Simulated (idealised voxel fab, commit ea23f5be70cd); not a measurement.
process module | voxel self aligned contacts
cross-section cut | 260 nm wide | cells 5 nm
A cross-section is a grid of square cells, given in bands from the top down. A band is one or more rows of cells.
Each band's line starts with the height of the band's top and of its bottom, in nm. Then come its materials from left to right, each with its width in nm. One material with "throughout" fills the band from edge to edge. "air" is empty space.
Height 0 is the level under which the wafer as received is all one material. The lowest band goes on downwards, as in "0 down".
A width such as "30 to 40" changes by the same amount from each row of cells to the next, from the band's top row to its bottom row.
"no change" after a step means that no cell of the cross-section changed.
closed voids: empty space of 8 cells or more with no open way to the top, each as width x height at its distance from the left edge, in nm
after a step's settings: what the simulator itself notes on the step
overlay nm, on a step with a mask: how far to the right of its planned place the mask lay; to the left if negative
plan
1 op RECEIVE | material Si
2 op OXIDIZE | depth nm 5
3 op DIRECTIONAL_DEP | material polySi | thk nm 30
4 op DIRECTIONAL_DEP | material SiN | thk nm 15
5 op DIRECTIONAL_DEP | material aC | thk nm 10
6 op PATTERN | tone cover | mask id GATE | material resist | width nm 30 | pitch nm 55 | thk nm 30 | overlay nm 0
7 op DIRECTIONAL_ETCH | etch materials aC | depth nm 10
8 op STRIP | etch materials resist
9 op DIRECTIONAL_ETCH | etch materials SiN | depth nm 15
10 op DIRECTIONAL_ETCH | etch materials polySi | depth nm 30
11 op STRIP | etch materials aC
12 op CONFORMAL_DEP | material SiN | thk nm 5
13 op DIRECTIONAL_ETCH | etch materials SiN | depth nm 5
14 op FILL_DEP | material SiO2 | thk nm 15
15 op CMP | height nm 50
16 op MASKED_ETCH | tone open | mask id CONTACT | width nm 35 | etch materials SiO2 | depth nm 55 | overlay nm 0
17 op CONFORMAL_DEP | material TiN | thk nm 5
18 op FILL_DEP | material Ru | thk nm 5
19 op CMP | height nm 50
20 op CONFORMAL_DEP | material SiN | thk nm 5
as received, after step 1
  0 down: Si throughout
  closed voids: none
first wafer at the end, as planned
  55 to 50: SiN throughout
  50 to 45: SiO2 110 | TiN 15 | Ru 5 | TiN 15 | SiO2 115
  45 to 30: SiO2 80 | SiN 40 | TiN 5 | Ru 5 | TiN 5 | SiN 40 | SiO2 85
  30 to 0: SiO2 80 | SiN 5 | polySi 30 | SiN 5 | TiN 5 | Ru 5 | TiN 5 | SiN 5 | polySi 30 | SiN 5 | SiO2 85
  0 to -5: SiO2 120 | TiN 15 | SiO2 125
  -5 down: Si throughout
  closed voids: none
second wafer at the end: like start, like plan, one mistake
  55 to 50: SiN throughout
  50 to 45: SiO2 110 | TiN 15 | SiN 5 | TiN 15 | SiO2 115
  45 to 30: SiO2 80 | SiN 40 | TiN 5 | SiN 5 | TiN 5 | SiN 40 | SiO2 85
  30 to 0: SiO2 80 | SiN 5 | polySi 30 | SiN 5 | TiN 5 | SiN 5 | TiN 5 | SiN 5 | polySi 30 | SiN 5 | SiO2 85
  0 to -5: SiO2 120 | TiN 15 | SiO2 125
  -5 down: Si throughout
  closed voids: none
what went wrong: step 18 ran as: op FILL_DEP | material SiN | thk nm 5
at the end the second wafer has, in cells: 10 fewer of Ru | 10 more of SiN
